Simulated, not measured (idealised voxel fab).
process module | voxel capacitor over wiring
cross-section cut | 240 nm wide | cells 5 nm
A cross-section is a grid of square cells, given in bands from the top down. A band is one or more rows of cells.
Each band's line starts with the height of the band's top and of its bottom, in nm. Then come its materials from left to right, each with its width in nm. One material with "throughout" fills the band from edge to edge. "air" is empty space.
Height 0 is the level under which the wafer as received is all one material. The lowest band goes on downwards, as in "0 down".
A width such as "30 to 40" changes by the same amount from each row of cells to the next, from the band's top row to its bottom row.
"no change" after a step means that no cell of the cross-section changed.
closed voids: empty space of 8 cells or more with no open way to the top, each as width x height at its distance from the left edge, in nm
after a step's settings: what the simulator itself notes on the step
overlay nm, on a step with a mask: how far to the right of its planned place the mask lay; to the left if negative
plan
1 op RECEIVE | material Si
2 op CONFORMAL_DEP | material SiO2 | thk nm 15
3 op DIRECTIONAL_DEP | material TiN | thk nm 5
4 op DIRECTIONAL_DEP | material W | thk nm 15
5 op MASKED_ETCH | tone cover | mask id METAL_1 | width nm 30 | pitch nm 90 | etch materials W | depth nm 15 | overlay nm 0
6 op MASKED_ETCH | tone cover | mask id METAL_1 | width nm 30 | pitch nm 90 | etch materials TiN | depth nm 5 | overlay nm 0
7 op FILL_DEP | material SiO2 | thk nm 10
8 op CMP | height nm 35
9 op CONFORMAL_DEP | material SiCN | thk nm 5
10 op DIRECTIONAL_DEP | material lowk | thk nm 20
11 op PATTERN | tone open | mask id PLUG_1 | material resist | width nm 15 | thk nm 20 | overlay nm 0
12 op DIRECTIONAL_ETCH | etch materials lowk | depth nm 20
13 op DIRECTIONAL_ETCH | etch materials SiCN | depth nm 5
14 op STRIP | etch materials resist
15 op EPI | material Ru | thk nm 10
16 op EPI | material Ru | thk nm 10
17 op EPI | material Ru | thk nm 5
18 op DIRECTIONAL_DEP | material TiN | thk nm 5
19 op DIRECTIONAL_DEP | material SiN | thk nm 5
20 op DIRECTIONAL_DEP | material TiN | thk nm 10
21 op PATTERN | tone cover | mask id UPPER_PLATE | material resist | width nm 65 | thk nm 15 | overlay nm 0
22 op DIRECTIONAL_ETCH | etch materials TiN | depth nm 10
23 op DIRECTIONAL_ETCH | etch materials SiN | depth nm 5
24 op STRIP | etch materials resist
25 op MASKED_ETCH | tone cover | mask id LOWER_PLATE | width nm 75 | etch materials TiN | depth nm 5 | overlay nm 0
26 op FILL_DEP | material SiO2 | thk nm 15
27 op CMP | height nm 90
28 op DIRECTIONAL_DEP | material aC | thk nm 10
29 op PATTERN | tone open | mask id PLUG_2 | material resist | width nm 15 | thk nm 25 | overlay nm 0
30 op DIRECTIONAL_ETCH | etch materials aC | depth nm 10
31 op STRIP | etch materials resist
32 op DIRECTIONAL_ETCH | etch materials SiO2 | depth nm 10
33 op STRIP | etch materials aC
34 op CONFORMAL_DEP | material TiN | thk nm 5
35 op FILL_DEP | material Ru | thk nm 5
36 op CMP | height nm 90
37 op CONFORMAL_DEP | material SiN | thk nm 5
first wafer, as planned
as received, after step 1
  0 down: Si throughout
  closed voids: none
after step 2
  15 to 0: SiO2 throughout
  below 0: unchanged
after step 3
  20 to 15: TiN throughout
  below 15: unchanged
after step 4
  35 to 20: W throughout
  below 20: unchanged
after step 5
  35 to 20: air 60 | W 30 | air 60 | W 30 | air 60
  below 20: unchanged
after step 6
  35 to 20: air 60 | W 30 | air 60 | W 30 | air 60
  20 to 15: air 60 | TiN 30 | air 60 | TiN 30 | air 60
  below 15: unchanged
after step 7
  45 to 35: SiO2 throughout
  35 to 20: SiO2 60 | W 30 | SiO2 60 | W 30 | SiO2 60
  20 to 15: SiO2 60 | TiN 30 | SiO2 60 | TiN 30 | SiO2 60
  below 15: unchanged
after step 8
  35 to 20: SiO2 60 | W 30 | SiO2 60 | W 30 | SiO2 60
  below 20: unchanged
after step 9
  40 to 35: SiCN throughout
  below 35: unchanged
after step 10
  60 to 40: lowk throughout
  below 40: unchanged
after step 11
  80 to 60: resist 75 | air 15 | resist 150
  below 60: unchanged
after step 12
  80 to 60: resist 75 | air 15 | resist 150
  60 to 40: lowk 75 | air 15 | lowk 150
  below 40: unchanged
after step 13
  80 to 60: resist 75 | air 15 | resist 150
  60 to 40: lowk 75 | air 15 | lowk 150
  40 to 35: SiCN 75 | air 15 | SiCN 150
  below 35: unchanged
after step 14
  60 to 40: lowk 75 | air 15 | lowk 150
  below 40: unchanged
after step 15
  60 to 45: lowk 75 | air 15 | lowk 150
  45 to 40: lowk 75 | Ru 15 | lowk 150
  40 to 35: SiCN 75 | Ru 15 | SiCN 150
  below 35: unchanged
after step 16
  60 to 55: lowk 75 | air 15 | lowk 150
  55 to 40: lowk 75 | Ru 15 | lowk 150
  below 40: unchanged
after step 17
  60 to 40: lowk 75 | Ru 15 | lowk 150
  below 40: unchanged
after step 18
  65 to 60: TiN throughout
  below 60: unchanged
after step 19
  70 to 65: SiN throughout
  below 65: unchanged
after step 20
  80 to 70: TiN throughout
  below 70: unchanged
after step 21
  95 to 80: air 75 | resist 65 | air 100
  below 80: unchanged
after step 22
  95 to 80: air 75 | resist 65 | air 100
  80 to 70: air 75 | TiN 65 | air 100
  below 70: unchanged
after step 23
  95 to 80: air 75 | resist 65 | air 100
  80 to 70: air 75 | TiN 65 | air 100
  70 to 65: air 75 | SiN 65 | air 100
  below 65: unchanged
after step 24
  80 to 70: air 75 | TiN 65 | air 100
  below 70: unchanged
after step 25
  80 to 70: air 75 | TiN 65 | air 100
  70 to 65: air 75 | SiN 65 | air 100
  65 to 60: air 70 | TiN 75 | air 95
  below 60: unchanged
after step 26
  95 to 80: SiO2 throughout
  80 to 70: SiO2 75 | TiN 65 | SiO2 100
  70 to 65: SiO2 75 | SiN 65 | SiO2 100
  65 to 60: SiO2 70 | TiN 75 | SiO2 95
  below 60: unchanged
after step 27
  90 to 80: SiO2 throughout
  below 80: unchanged
after step 28
  100 to 90: aC throughout
  below 90: unchanged
after step 29
  125 to 100: resist 85 | air 15 | resist 140
  below 100: unchanged
after step 30
  115 to 100: resist 85 | air 15 | resist 140
  100 to 90: aC 85 | air 15 | aC 140
  below 90: unchanged
after step 31
  100 to 90: aC 85 | air 15 | aC 140
  below 90: unchanged
after step 32
  100 to 90: aC 85 | air 15 | aC 140
  90 to 80: SiO2 85 | air 15 | SiO2 140
  below 80: unchanged
after step 33
  90 to 80: SiO2 85 | air 15 | SiO2 140
  below 80: unchanged
after step 34
  95 to 90: TiN 90 | air 5 | TiN 145
  90 to 85: SiO2 85 | TiN 5 | air 5 | TiN 5 | SiO2 140
  85 to 80: SiO2 85 | TiN 15 | SiO2 140
  below 80: unchanged
after step 35
  100 to 95: Ru throughout
  95 to 90: TiN 90 | Ru 5 | TiN 145
  90 to 85: SiO2 85 | TiN 5 | Ru 5 | TiN 5 | SiO2 140
  below 85: unchanged
after step 36
  90 to 85: SiO2 85 | TiN 5 | Ru 5 | TiN 5 | SiO2 140
  below 85: unchanged
after step 37
  95 to 90: SiN throughout
  below 90: unchanged
second wafer: like start, like plan, one mistake. Through step 36 it matches the first wafer
when step 37 should have ended
  95 to 90: lowk throughout
  below 90: unchanged
what went wrong: step 37 ran as: op CONFORMAL_DEP | material lowk | thk nm 5
at the end the second wafer has, in cells: 48 fewer of SiN | 48 more of lowk
